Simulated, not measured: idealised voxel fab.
A process module follows: voxel released beams.
Section shown: cut. Width: 245 nm. Cell size: 5 nm, square.
Just so we're on the same page, the cross-sections are grids of square cells, and they're listed out in bands top to bottom, each band one or more rows deep. Heights first: top, then bottom, in nm. Then materials, left to right, each with a width in nm. "edge to edge" on a single material: fills the band edge to edge. "empty": empty space. For the purposes of this specification, 0 denotes the height below which the wafer in its as-received condition is composed wholly of one material, and the lowermost band, lacking a lower limit, extends downward without end, as expressed in "from 0 down". Think of "30->40" as a width that walks from the first number to the second as you go down the band, top row to bottom row, taking equal-sized steps from row to row. Step note "no modifications" = no cross-section cell changed. Look at "Closed void inventory" for the closed voids: empty spaces with no open path to the top, sized 8 cells or up. Each is width x height at distance, distance from the left edge, all nm. Text after the settings on a step's line: the simulator's own remark on that step. "overlay nm", when on a step's line for a step with a mask, measures how far to the right of its planned place the mask lay; a negative measure means to the left.
Set out below are the planned steps of the process:
step 1: RECEIVE (material Si)
step 2: CONFORMAL_DEP (material Al2O3; thk nm 10)
step 3: DIRECTIONAL_DEP (material SiO2; thk nm 20)
step 4: MASKED_ETCH (tone open; mask id ANCHOR; width nm 45; etch materials SiO2; depth nm 20; overlay nm 0)
step 5: CONFORMAL_DEP (material polySi; thk nm 15)
step 6: MASKED_ETCH (tone cover; mask id BEAM; width nm 105; etch materials polySi; depth nm 15; overlay nm 0)
step 7: STRIP (etch materials SiO2)
As-received wafer cross-section (after step 1):
- from 0 down: Si edge to edge
- Closed void inventory: none
Below is the wafer in cross-section after the module was completed. It began from the starting point shown above and followed the plan shown above, except that one mistake was made while running it:
- from 25 to 10: 65 nm empty, then 105 nm polySi, then 75 nm empty
- from 10 to 0: Al2O3 edge to edge
- from 0 down: Si edge to edge
- Closed void inventory: none
Nonconformance to the process plan: the run left out plan step 3 entirely, so it was never executed
